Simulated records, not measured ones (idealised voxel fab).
process module | voxel released beams
cross-section cut | 165 nm wide | cells 5 nm
A cross-section is a grid of square cells, given in bands from the top down. A band is one or more rows of cells.
Each band's line starts with the height of the band's top and of its bottom, in nm. Then come its materials from left to right, each with its width in nm. One material with "throughout" fills the band from edge to edge. "air" is empty space.
Height 0 is the level under which the wafer as received is all one material. The lowest band goes on downwards, as in "0 down".
A width such as "30 to 40" changes by the same amount from each row of cells to the next, from the band's top row to its bottom row.
"no change" after a step means that no cell of the cross-section changed.
closed voids: empty space of 8 cells or more with no open way to the top, each as width x height at its distance from the left edge, in nm
after a step's settings: what the simulator itself notes on the step
overlay nm, on a step with a mask: how far to the right of its planned place the mask lay; to the left if negative
plan
1 op RECEIVE | material Si
2 op CONFORMAL_DEP | material SiN | thk nm 10
3 op DIRECTIONAL_DEP | material SiO2 | thk nm 20
4 op PATTERN | tone open | mask id ANCHOR | material resist | width nm 20 | thk nm 20 | overlay nm 0
5 op DIRECTIONAL_ETCH | etch materials SiO2 | depth nm 20
6 op STRIP | etch materials resist
7 op CONFORMAL_DEP | material TiN | thk nm 10
8 op MASKED_ETCH | tone cover | mask id BEAM | width nm 115 | etch materials TiN | depth nm 10 | overlay nm 0
9 op STRIP | etch materials SiO2
varied across the wafers: width nm of step 4. The plan shows the first wafer's value. All wafers start alike
first wafer as received, after step 1
  0 down: Si throughout
  closed voids: none
first wafer at the end, after step 9
  40 to 30: air 20 | TiN 115 | air 30
  30 to 10: air 30 | TiN 20 | air 115
  10 to 0: SiN throughout
  0 down: Si throughout
  closed voids: none
last wafer at the end
  40 to 30: air 20 | TiN 10 | air 25 | TiN 80 | air 30
  30 to 20: air 20 | TiN 10 | air 25 | TiN 10 | air 100
  20 to 10: air 20 | TiN 45 | air 100
  10 to 0: SiN throughout
  0 down: Si throughout
  closed voids: none
each wafer at the end: cells of each material gained (+) or lost (-) since it was received, then its closed voids
width nm 20 | +66 SiN | +62 TiN | closed voids: none
width nm 25 | +66 SiN | +62 TiN | closed voids: none
width nm 30 | +66 SiN | +62 TiN | closed voids: none
width nm 35 | +66 SiN | +62 TiN | closed voids: none
width nm 40 | +66 SiN | +62 TiN | closed voids: none
width nm 45 | +66 SiN | +62 TiN | closed voids: none
